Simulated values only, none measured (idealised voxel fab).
Process module, titled voxel wiring stack
It is cross-section cut that appears here, measuring 140 nm in width, its square cells being 5 nm in size.
This document writes a cross-section as a grid whose cells are square, and gives it as bands, listed from the top down; one or more rows of cells form a band.
Basically the band line says how high the top is and how high the bottom is, in nm, and then what's in it from left to right, every material with its width in nm. Empty space shows up as "air", and if a single material carries "all across" it runs the full band edge to edge.
Heights are measured from 0, the level below which the as-received wafer is all one material; the lowest band has no bottom and continues downward, written as in "from 0 down".
The expression "30..40" gives the width at the extremes of the band, the first number at its top row of cells and the second at its bottom row, with the width changing by equal amounts from each row to the next in between.
When a step is marked "all unchanged", none of the cells in the cross-section changed during that step.
So "Sealed void list" is basically the list of trapped voids: any empty space of 8 cells or more that can't reach the top through an opening. They're written width x height at distance, the distance being from the left edge, and it's all nm.
What comes after the settings on a step's line is commentary from the simulator itself on that step.
"overlay nm" on a masked step: distance the mask lay right of its planned place, negative for left.
# Planned process steps
1) RECEIVE | material Si
2) CONFORMAL_DEP | material SiO2 | thk nm 10
3) CONFORMAL_DEP | material SiN | thk nm 5
4) DIRECTIONAL_DEP | material lowk | thk nm 15
5) PATTERN | tone open | mask id METAL_1 | material resist | width nm 30 | pitch nm 50 | thk nm 20 | overlay nm 0
6) DIRECTIONAL_ETCH | etch materials lowk | depth nm 15
7) DIRECTIONAL_ETCH | etch materials SiN | depth nm 5
8) STRIP | etch materials resist
9) CONFORMAL_DEP | material TiN | thk nm 5
10) FILL_DEP | material Cu | thk nm 5
11) CMP | height nm 30
12) CONFORMAL_DEP | material SiCN | thk nm 5
13) DIRECTIONAL_DEP | material SiO2 | thk nm 30
14) MASKED_ETCH | tone open | mask id METAL_2_HOLES | width nm 15 | pitch nm 50 | etch materials SiO2 | depth nm 30 | overlay nm 0
15) DIRECTIONAL_DEP | material aC | thk nm 15
16) PATTERN | tone open | mask id METAL_2 | material resist | width nm 30 | pitch nm 50 | thk nm 30 | overlay nm 0
17) DIRECTIONAL_ETCH | etch materials aC | depth nm 15
18) STRIP | etch materials resist
19) DIRECTIONAL_ETCH | etch materials SiO2 | depth nm 15
20) DIRECTIONAL_ETCH | etch materials SiCN | depth nm 5
21) STRIP | etch materials aC
22) CONFORMAL_DEP | material TiN | thk nm 5
23) FILL_DEP | material Cu | thk nm 5
24) CMP | height nm 65
25) CONFORMAL_DEP | material SiCN | thk nm 5
26) DIRECTIONAL_DEP | material lowk | thk nm 10
27) PATTERN | tone open | mask id PLUG_2 | material resist | width nm 15 | pitch nm 50 | thk nm 15 | overlay nm 0
28) DIRECTIONAL_ETCH | etch materials lowk | depth nm 10
29) DIRECTIONAL_ETCH | etch materials SiCN | depth nm 5
30) STRIP | etch materials resist
31) EPI | material Ru | thk nm 10
32) EPI | material Ru | thk nm 5
33) CONFORMAL_DEP | material SiCN | thk nm 5
34) DIRECTIONAL_DEP | material lowk | thk nm 15
35) PATTERN | tone open | mask id METAL_3 | material resist | width nm 30 | pitch nm 50 | thk nm 20 | overlay nm 0
36) DIRECTIONAL_ETCH | etch materials lowk | depth nm 15
37) DIRECTIONAL_ETCH | etch materials SiCN | depth nm 5
38) STRIP | etch materials resist
39) CONFORMAL_DEP | material TiN | thk nm 5
40) FILL_DEP | material Ru | thk nm 5
41) CMP | height nm 100
42) EPI | material Ru | thk nm 5
43) FILL_DEP | material SiCN | thk nm 5
44) DIRECTIONAL_DEP | material lowk | thk nm 30
45) PATTERN | tone open | mask id METAL_4_HOLES | material resist | width nm 15 | thk nm 20 | overlay nm 0
46) DIRECTIONAL_ETCH | etch materials lowk | depth nm 30
47) STRIP | etch materials resist
48) PATTERN | tone open | mask id METAL_4 | material resist | width nm 30 | pitch nm 50 | thk nm 15 | overlay nm 0
49) DIRECTIONAL_ETCH | etch materials lowk | depth nm 15
50) DIRECTIONAL_ETCH | etch materials SiCN | depth nm 5
51) STRIP | etch materials resist
52) CONFORMAL_DEP | material TiN | thk nm 5
53) FILL_DEP | material Cu | thk nm 10
54) CMP | height nm 140
55) CONFORMAL_DEP | material SiN | thk nm 5
# Below: the first of two wafers, run as planned
# Shown in cross-section is the wafer as received, that is, as it stands after step 1
> from 0 down: Si all across
> Sealed void list: none
# Wafer section view after processing step 2
> from 10 to 0: SiO2 all across
> Below a height of 0, the structure has not been altered.
# Wafer section view after processing step 3
> from 15 to 10: SiN all across
> Below a height of 10, the structure has not been altered.
# Wafer section view after processing step 4
> from 30 to 15: lowk all across
> Below a height of 15, the structure has not been altered.
# Wafer section view after processing step 5
> from 50 to 30: resist 30 nm; air 30 nm; resist 20 nm; air 30 nm; resist 30 nm
> Below a height of 30, the structure has not been altered.
# Wafer section view after processing step 6
> from 50 to 30: resist 30 nm; air 30 nm; resist 20 nm; air 30 nm; resist 30 nm
> from 30 to 15: lowk 30 nm; air 30 nm; lowk 20 nm; air 30 nm; lowk 30 nm
> Below a height of 15, the structure has not been altered.
# Wafer section view after processing step 7
> from 50 to 30: resist 30 nm; air 30 nm; resist 20 nm; air 30 nm; resist 30 nm
> from 30 to 15: lowk 30 nm; air 30 nm; lowk 20 nm; air 30 nm; lowk 30 nm
> from 15 to 10: SiN 30 nm; air 30 nm; SiN 20 nm; air 30 nm; SiN 30 nm
> Below a height of 10, the structure has not been altered.
# Wafer section view after processing step 8
> from 30 to 15: lowk 30 nm; air 30 nm; lowk 20 nm; air 30 nm; lowk 30 nm
> Below a height of 15, the structure has not been altered.
# Wafer section view after processing step 9
> from 35 to 30: TiN 35 nm; air 20 nm; TiN 30 nm; air 20 nm; TiN 35 nm
> from 30 to 15: lowk 30 nm; TiN 5 nm; air 20 nm; TiN 5 nm; lowk 20 nm; TiN 5 nm; air 20 nm; TiN 5 nm; lowk 30 nm
> from 15 to 10: SiN 30 nm; TiN 30 nm; SiN 20 nm; TiN 30 nm; SiN 30 nm
> Below a height of 10, the structure has not been altered.
# Wafer section view after processing step 10
> from 40 to 35: Cu all across
> from 35 to 30: TiN 35 nm; Cu 20 nm; TiN 30 nm; Cu 20 nm; TiN 35 nm
> from 30 to 15: lowk 30 nm; TiN 5 nm; Cu 20 nm; TiN 5 nm; lowk 20 nm; TiN 5 nm; Cu 20 nm; TiN 5 nm; lowk 30 nm
> Below a height of 15, the structure has not been altered.
# Wafer section view after processing step 11
> from 30 to 15: lowk 30 nm; TiN 5 nm; Cu 20 nm; TiN 5 nm; lowk 20 nm; TiN 5 nm; Cu 20 nm; TiN 5 nm; lowk 30 nm
> Below a height of 15, the structure has not been altered.
# Wafer section view after processing step 12
> from 35 to 30: SiCN all across
> Below a height of 30, the structure has not been altered.
# Wafer section view after processing step 13
> from 65 to 35: SiO2 all across
> Below a height of 35, the structure has not been altered.
# Wafer section view after processing step 14
> from 65 to 35: SiO2 30 nm; air 15 nm; SiO2 35 nm; air 15 nm; SiO2 45 nm
> Below a height of 35, the structure has not been altered.
# Wafer section view after processing step 15
> from 80 to 65: aC 30 nm; air 15 nm; aC 35 nm; air 15 nm; aC 45 nm
> from 65 to 50: SiO2 30 nm; air 15 nm; SiO2 35 nm; air 15 nm; SiO2 45 nm
> from 50 to 35: SiO2 30 nm; aC 15 nm; SiO2 35 nm; aC 15 nm; SiO2 45 nm
> Below a height of 35, the structure has not been altered.
# Wafer section view after processing step 16
> from 110 to 80: resist 30 nm; air 30 nm; resist 20 nm; air 30 nm; resist 30 nm
> Below a height of 80, the structure has not been altered.
# Wafer section view after processing step 17
> from 95 to 80: resist 30 nm; air 30 nm; resist 20 nm; air 30 nm; resist 30 nm
> from 80 to 65: aC 30 nm; air 30 nm; aC 20 nm; air 30 nm; aC 30 nm
> from 65 to 35: SiO2 30 nm; air 15 nm; SiO2 35 nm; air 15 nm; SiO2 45 nm
> Below a height of 35, the structure has not been altered.
# Wafer section view after processing step 18
> from 80 to 65: aC 30 nm; air 30 nm; aC 20 nm; air 30 nm; aC 30 nm
> Below a height of 65, the structure has not been altered.
# Wafer section view after processing step 19
> from 80 to 65: aC 30 nm; air 30 nm; aC 20 nm; air 30 nm; aC 30 nm
> from 65 to 50: SiO2 30 nm; air 30 nm; SiO2 20 nm; air 30 nm; SiO2 30 nm
> Below a height of 50, the structure has not been altered.
# Wafer section view after processing step 20
> from 80 to 65: aC 30 nm; air 30 nm; aC 20 nm; air 30 nm; aC 30 nm
> from 65 to 50: SiO2 30 nm; air 30 nm; SiO2 20 nm; air 30 nm; SiO2 30 nm
> from 50 to 35: SiO2 30 nm; air 15 nm; SiO2 35 nm; air 15 nm; SiO2 45 nm
> from 35 to 30: SiCN 30 nm; air 15 nm; SiCN 35 nm; air 15 nm; SiCN 45 nm
> Below a height of 30, the structure has not been altered.
# Wafer section view after processing step 21
> from 65 to 50: SiO2 30 nm; air 30 nm; SiO2 20 nm; air 30 nm; SiO2 30 nm
> Below a height of 50, the structure has not been altered.
# Wafer section view after processing step 22
> from 70 to 65: TiN 35 nm; air 20 nm; TiN 30 nm; air 20 nm; TiN 35 nm
> from 65 to 55: SiO2 30 nm; TiN 5 nm; air 20 nm; TiN 5 nm; SiO2 20 nm; TiN 5 nm; air 20 nm; TiN 5 nm; SiO2 30 nm
> from 55 to 50: SiO2 30 nm; TiN 5 nm; air 5 nm; TiN 20 nm; SiO2 20 nm; TiN 5 nm; air 5 nm; TiN 20 nm; SiO2 30 nm
> from 50 to 35: SiO2 30 nm; TiN 5 nm; air 5 nm; TiN 5 nm; SiO2 35 nm; TiN 5 nm; air 5 nm; TiN 5 nm; SiO2 45 nm
> from 35 to 30: SiCN 30 nm; TiN 15 nm; SiCN 35 nm; TiN 15 nm; SiCN 45 nm
> Below a height of 30, the structure has not been altered.
# Wafer section view after processing step 23
> from 75 to 70: Cu all across
> from 70 to 65: TiN 35 nm; Cu 20 nm; TiN 30 nm; Cu 20 nm; TiN 35 nm
> from 65 to 55: SiO2 30 nm; TiN 5 nm; Cu 20 nm; TiN 5 nm; SiO2 20 nm; TiN 5 nm; Cu 20 nm; TiN 5 nm; SiO2 30 nm
> from 55 to 50: SiO2 30 nm; TiN 5 nm; Cu 5 nm; TiN 20 nm; SiO2 20 nm; TiN 5 nm; Cu 5 nm; TiN 20 nm; SiO2 30 nm
> from 50 to 35: SiO2 30 nm; TiN 5 nm; Cu 5 nm; TiN 5 nm; SiO2 35 nm; TiN 5 nm; Cu 5 nm; TiN 5 nm; SiO2 45 nm
> Below a height of 35, the structure has not been altered.
# Wafer section view after processing step 24
> from 65 to 55: SiO2 30 nm; TiN 5 nm; Cu 20 nm; TiN 5 nm; SiO2 20 nm; TiN 5 nm; Cu 20 nm; TiN 5 nm; SiO2 30 nm
> Below a height of 55, the structure has not been altered.
# Wafer section view after processing step 25
> from 70 to 65: SiCN all across
> Below a height of 65, the structure has not been altered.
# Wafer section view after processing step 26
> from 80 to 70: lowk all across
> Below a height of 70, the structure has not been altered.
# Wafer section view after processing step 27
> from 95 to 80: resist 30 nm; air 15 nm; resist 35 nm; air 15 nm; resist 45 nm
> Below a height of 80, the structure has not been altered.
# Wafer section view after processing step 28
> from 95 to 80: resist 30 nm; air 15 nm; resist 35 nm; air 15 nm; resist 45 nm
> from 80 to 70: lowk 30 nm; air 15 nm; lowk 35 nm; air 15 nm; lowk 45 nm
> Below a height of 70, the structure has not been altered.
# Wafer section view after processing step 29
> from 95 to 80: resist 30 nm; air 15 nm; resist 35 nm; air 15 nm; resist 45 nm
> from 80 to 70: lowk 30 nm; air 15 nm; lowk 35 nm; air 15 nm; lowk 45 nm
> from 70 to 65: SiCN 30 nm; air 15 nm; SiCN 35 nm; air 15 nm; SiCN 45 nm
> Below a height of 65, the structure has not been altered.
# Wafer section view after processing step 30
> from 80 to 70: lowk 30 nm; air 15 nm; lowk 35 nm; air 15 nm; lowk 45 nm
> Below a height of 70, the structure has not been altered.
# Wafer section view after processing step 31
> from 80 to 75: lowk 30 nm; air 15 nm; lowk 35 nm; air 15 nm; lowk 45 nm
> from 75 to 70: lowk 30 nm; Ru 15 nm; lowk 35 nm; Ru 15 nm; lowk 45 nm
> from 70 to 65: SiCN 30 nm; Ru 15 nm; SiCN 35 nm; Ru 15 nm; SiCN 45 nm
> Below a height of 65, the structure has not been altered.
# Wafer section view after processing step 32
> from 80 to 70: lowk 30 nm; Ru 15 nm; lowk 35 nm; Ru 15 nm; lowk 45 nm
> Below a height of 70, the structure has not been altered.
# Wafer section view after processing step 33
> from 85 to 80: SiCN all across
> Below a height of 80, the structure has not been altered.
# Wafer section view after processing step 34
> from 100 to 85: lowk all across
> Below a height of 85, the structure has not been altered.
# Wafer section view after processing step 35
> from 120 to 100: resist 30 nm; air 30 nm; resist 20 nm; air 30 nm; resist 30 nm
> Below a height of 100, the structure has not been altered.
# Wafer section view after processing step 36
> from 120 to 100: resist 30 nm; air 30 nm; resist 20 nm; air 30 nm; resist 30 nm
> from 100 to 85: lowk 30 nm; air 30 nm; lowk 20 nm; air 30 nm; lowk 30 nm
> Below a height of 85, the structure has not been altered.
# Wafer section view after processing step 37
> from 120 to 100: resist 30 nm; air 30 nm; resist 20 nm; air 30 nm; resist 30 nm
> from 100 to 85: lowk 30 nm; air 30 nm; lowk 20 nm; air 30 nm; lowk 30 nm
> from 85 to 80: SiCN 30 nm; air 30 nm; SiCN 20 nm; air 30 nm; SiCN 30 nm
> Below a height of 80, the structure has not been altered.
# Wafer section view after processing step 38
> from 100 to 85: lowk 30 nm; air 30 nm; lowk 20 nm; air 30 nm; lowk 30 nm
> Below a height of 85, the structure has not been altered.
# Wafer section view after processing step 39
> from 105 to 100: TiN 35 nm; air 20 nm; TiN 30 nm; air 20 nm; TiN 35 nm
> from 100 to 85: lowk 30 nm; TiN 5 nm; air 20 nm; TiN 5 nm; lowk 20 nm; TiN 5 nm; air 20 nm; TiN 5 nm; lowk 30 nm
> from 85 to 80: SiCN 30 nm; TiN 30 nm; SiCN 20 nm; TiN 30 nm; SiCN 30 nm
> Below a height of 80, the structure has not been altered.
# Wafer section view after processing step 40
> from 110 to 105: Ru all across
> from 105 to 100: TiN 35 nm; Ru 20 nm; TiN 30 nm; Ru 20 nm; TiN 35 nm
> from 100 to 85: lowk 30 nm; TiN 5 nm; Ru 20 nm; TiN 5 nm; lowk 20 nm; TiN 5 nm; Ru 20 nm; TiN 5 nm; lowk 30 nm
> Below a height of 85, the structure has not been altered.
# Wafer section view after processing step 41
> from 100 to 85: lowk 30 nm; TiN 5 nm; Ru 20 nm; TiN 5 nm; lowk 20 nm; TiN 5 nm; Ru 20 nm; TiN 5 nm; lowk 30 nm
> Below a height of 85, the structure has not been altered.
# Wafer section view after processing step 42
> from 105 to 100: air 25 nm; Ru 40 nm; air 10 nm; Ru 40 nm; air 25 nm
> Below a height of 100, the structure has not been altered.
# Wafer section view after processing step 43
> from 110 to 105: SiCN all across
> from 105 to 100: SiCN 25 nm; Ru 40 nm; SiCN 10 nm; Ru 40 nm; SiCN 25 nm
> Below a height of 100, the structure has not been altered.
# Wafer section view after processing step 44
> from 140 to 110: lowk all across
> Below a height of 110, the structure has not been altered.
# Wafer section view after processing step 45
> from 160 to 140: resist 30 nm; air 15 nm; resist 95 nm
> Below a height of 140, the structure has not been altered.
# Wafer section view after processing step 46
> from 160 to 140: resist 30 nm; air 15 nm; resist 95 nm
> from 140 to 110: lowk 30 nm; air 15 nm; lowk 95 nm
> Below a height of 110, the structure has not been altered.
# Wafer section view after processing step 47
> from 140 to 110: lowk 30 nm; air 15 nm; lowk 95 nm
> Below a height of 110, the structure has not been altered.
# Wafer section view after processing step 48
> from 155 to 140: resist 30 nm; air 30 nm; resist 20 nm; air 30 nm; resist 30 nm
> Below a height of 140, the structure has not been altered.
# Wafer section view after processing step 49
> from 155 to 140: resist 30 nm; air 30 nm; resist 20 nm; air 30 nm; resist 30 nm
> from 140 to 125: lowk 30 nm; air 30 nm; lowk 20 nm; air 30 nm; lowk 30 nm
> Below a height of 125, the structure has not been altered.
# Wafer section view after processing step 50
> from 155 to 140: resist 30 nm; air 30 nm; resist 20 nm; air 30 nm; resist 30 nm
> from 140 to 125: lowk 30 nm; air 30 nm; lowk 20 nm; air 30 nm; lowk 30 nm
> from 125 to 110: lowk 30 nm; air 15 nm; lowk 95 nm
> from 110 to 105: SiCN 30 nm; air 15 nm; SiCN 95 nm
> Below a height of 105, the structure has not been altered.
# Wafer section view after processing step 51
> from 140 to 125: lowk 30 nm; air 30 nm; lowk 20 nm; air 30 nm; lowk 30 nm
> Below a height of 125, the structure has not been altered.
# Wafer section view after processing step 52
> from 145 to 140: TiN 35 nm; air 20 nm; TiN 30 nm; air 20 nm; TiN 35 nm
> from 140 to 130: lowk 30 nm; TiN 5 nm; air 20 nm; TiN 5 nm; lowk 20 nm; TiN 5 nm; air 20 nm; TiN 5 nm; lowk 30 nm
> from 130 to 125: lowk 30 nm; TiN 5 nm; air 5 nm; TiN 20 nm; lowk 20 nm; TiN 30 nm; lowk 30 nm
> from 125 to 110: lowk 30 nm; TiN 5 nm; air 5 nm; TiN 5 nm; lowk 95 nm
> from 110 to 105: SiCN 30 nm; TiN 15 nm; SiCN 95 nm
> Below a height of 105, the structure has not been altered.
# Wafer section view after processing step 53
> from 155 to 145: Cu all across
> from 145 to 140: TiN 35 nm; Cu 20 nm; TiN 30 nm; Cu 20 nm; TiN 35 nm
> from 140 to 130: lowk 30 nm; TiN 5 nm; Cu 20 nm; TiN 5 nm; lowk 20 nm; TiN 5 nm; Cu 20 nm; TiN 5 nm; lowk 30 nm
> from 130 to 125: lowk 30 nm; TiN 5 nm; Cu 5 nm; TiN 20 nm; lowk 20 nm; TiN 30 nm; lowk 30 nm
> from 125 to 110: lowk 30 nm; TiN 5 nm; Cu 5 nm; TiN 5 nm; lowk 95 nm
> Below a height of 110, the structure has not been altered.
# Wafer section view after processing step 54
> from 140 to 130: lowk 30 nm; TiN 5 nm; Cu 20 nm; TiN 5 nm; lowk 20 nm; TiN 5 nm; Cu 20 nm; TiN 5 nm; lowk 30 nm
> Below a height of 130, the structure has not been altered.
# Wafer section view after processing step 55
> from 145 to 140: SiN all across
> Below a height of 140, the structure has not been altered.
# It is to be noted that the second wafer proceeded from the same initial state and according to the same plan as the first, although one mistake was committed in its execution; through step 34, inclusive, the two wafers share an identical history
# Second wafer at the planned finish of step 35, seen in cross-section
> from 120 to 100: resist 30 nm; air 35 nm; resist 15 nm; air 35 nm; resist 25 nm
> Below a height of 100, the structure has not been altered.
# Second wafer at the planned finish of step 36, seen in cross-section
> from 120 to 100: resist 30 nm; air 35 nm; resist 15 nm; air 35 nm; resist 25 nm
> from 100 to 85: lowk 30 nm; air 35 nm; lowk 15 nm; air 35 nm; lowk 25 nm
> Below a height of 85, the structure has not been altered.
# Second wafer at the planned finish of step 37, seen in cross-section
> from 120 to 100: resist 30 nm; air 35 nm; resist 15 nm; air 35 nm; resist 25 nm
> from 100 to 85: lowk 30 nm; air 35 nm; lowk 15 nm; air 35 nm; lowk 25 nm
> from 85 to 80: SiCN 30 nm; air 35 nm; SiCN 15 nm; air 35 nm; SiCN 25 nm
> Below a height of 80, the structure has not been altered.
# Second wafer at the planned finish of step 38, seen in cross-section
> from 100 to 85: lowk 30 nm; air 35 nm; lowk 15 nm; air 35 nm; lowk 25 nm
> Below a height of 85, the structure has not been altered.
# Second wafer at the planned finish of step 39, seen in cross-section
> from 105 to 100: TiN 35 nm; air 25 nm; TiN 25 nm; air 25 nm; TiN 30 nm
> from 100 to 85: lowk 30 nm; TiN 5 nm; air 25 nm; TiN 5 nm; lowk 15 nm; TiN 5 nm; air 25 nm; TiN 5 nm; lowk 25 nm
> from 85 to 80: SiCN 30 nm; TiN 35 nm; SiCN 15 nm; TiN 35 nm; SiCN 25 nm
> Below a height of 80, the structure has not been altered.
# Second wafer at the planned finish of step 40, seen in cross-section
> from 110 to 105: Ru all across
> from 105 to 100: TiN 35 nm; Ru 25 nm; TiN 25 nm; Ru 25 nm; TiN 30 nm
> from 100 to 85: lowk 30 nm; TiN 5 nm; Ru 25 nm; TiN 5 nm; lowk 15 nm; TiN 5 nm; Ru 25 nm; TiN 5 nm; lowk 25 nm
> Below a height of 85, the structure has not been altered.
# Second wafer at the planned finish of step 41, seen in cross-section
> from 100 to 85: lowk 30 nm; TiN 5 nm; Ru 25 nm; TiN 5 nm; lowk 15 nm; TiN 5 nm; Ru 25 nm; TiN 5 nm; lowk 25 nm
> Below a height of 85, the structure has not been altered.
# Second wafer at the planned finish of step 42, seen in cross-section
> from 105 to 100: air 25 nm; Ru 45 nm; air 5 nm; Ru 45 nm; air 20 nm
> Below a height of 100, the structure has not been altered.
# Second wafer at the planned finish of step 43, seen in cross-section
> from 110 to 105: SiCN all across
> from 105 to 100: SiCN 25 nm; Ru 45 nm; SiCN 5 nm; Ru 45 nm; SiCN 20 nm
> Below a height of 100, the structure has not been altered.
# Second wafer at the planned finish of step 44, seen in cross-section
> from 140 to 110: lowk all across
> Below a height of 110, the structure has not been altered.
# Second wafer at the planned finish of step 45, seen in cross-section
> from 160 to 140: resist 30 nm; air 15 nm; resist 95 nm
> Below a height of 140, the structure has not been altered.
# Second wafer at the planned finish of step 46, seen in cross-section
> from 160 to 140: resist 30 nm; air 15 nm; resist 95 nm
> from 140 to 110: lowk 30 nm; air 15 nm; lowk 95 nm
> Below a height of 110, the structure has not been altered.
# Second wafer at the planned finish of step 47, seen in cross-section
> from 140 to 110: lowk 30 nm; air 15 nm; lowk 95 nm
> Below a height of 110, the structure has not been altered.
# Second wafer at the planned finish of step 48, seen in cross-section
> from 155 to 140: resist 30 nm; air 30 nm; resist 20 nm; air 30 nm; resist 30 nm
> Below a height of 140, the structure has not been altered.
# Second wafer at the planned finish of step 49, seen in cross-section
> from 155 to 140: resist 30 nm; air 30 nm; resist 20 nm; air 30 nm; resist 30 nm
> from 140 to 125: lowk 30 nm; air 30 nm; lowk 20 nm; air 30 nm; lowk 30 nm
> Below a height of 125, the structure has not been altered.
# Second wafer at the planned finish of step 50, seen in cross-section
> from 155 to 140: resist 30 nm; air 30 nm; resist 20 nm; air 30 nm; resist 30 nm
> from 140 to 125: lowk 30 nm; air 30 nm; lowk 20 nm; air 30 nm; lowk 30 nm
> from 125 to 110: lowk 30 nm; air 15 nm; lowk 95 nm
> from 110 to 105: SiCN 30 nm; air 15 nm; SiCN 95 nm
> Below a height of 105, the structure has not been altered.
# Second wafer at the planned finish of step 51, seen in cross-section
> from 140 to 125: lowk 30 nm; air 30 nm; lowk 20 nm; air 30 nm; lowk 30 nm
> Below a height of 125, the structure has not been altered.
# Second wafer at the planned finish of step 52, seen in cross-section
> from 145 to 140: TiN 35 nm; air 20 nm; TiN 30 nm; air 20 nm; TiN 35 nm
> from 140 to 130: lowk 30 nm; TiN 5 nm; air 20 nm; TiN 5 nm; lowk 20 nm; TiN 5 nm; air 20 nm; TiN 5 nm; lowk 30 nm
> from 130 to 125: lowk 30 nm; TiN 5 nm; air 5 nm; TiN 20 nm; lowk 20 nm; TiN 30 nm; lowk 30 nm
> from 125 to 110: lowk 30 nm; TiN 5 nm; air 5 nm; TiN 5 nm; lowk 95 nm
> from 110 to 105: SiCN 30 nm; TiN 15 nm; SiCN 95 nm
> Below a height of 105, the structure has not been altered.
# Second wafer at the planned finish of step 53, seen in cross-section
> from 155 to 145: Cu all across
> from 145 to 140: TiN 35 nm; Cu 20 nm; TiN 30 nm; Cu 20 nm; TiN 35 nm
> from 140 to 130: lowk 30 nm; TiN 5 nm; Cu 20 nm; TiN 5 nm; lowk 20 nm; TiN 5 nm; Cu 20 nm; TiN 5 nm; lowk 30 nm
> from 130 to 125: lowk 30 nm; TiN 5 nm; Cu 5 nm; TiN 20 nm; lowk 20 nm; TiN 30 nm; lowk 30 nm
> from 125 to 110: lowk 30 nm; TiN 5 nm; Cu 5 nm; TiN 5 nm; lowk 95 nm
> Below a height of 110, the structure has not been altered.
# Second wafer at the planned finish of step 54, seen in cross-section
> from 140 to 130: lowk 30 nm; TiN 5 nm; Cu 20 nm; TiN 5 nm; lowk 20 nm; TiN 5 nm; Cu 20 nm; TiN 5 nm; lowk 30 nm
> Below a height of 130, the structure has not been altered.
# Second wafer at the planned finish of step 55, seen in cross-section
> from 145 to 140: SiN all across
> Below a height of 140, the structure has not been altered.
Run error: rather than as planned, step 35 actually ran as PATTERN | tone open | mask id METAL_3 | material resist | width nm 35 | pitch nm 50 | thk nm 20 | overlay nm 0
Final comparison by cell count, materials where the second wafer has more or fewer than the first: Ru: 8 more; SiCN: 4 fewer; TiN: 2 more; lowk: 6 fewer
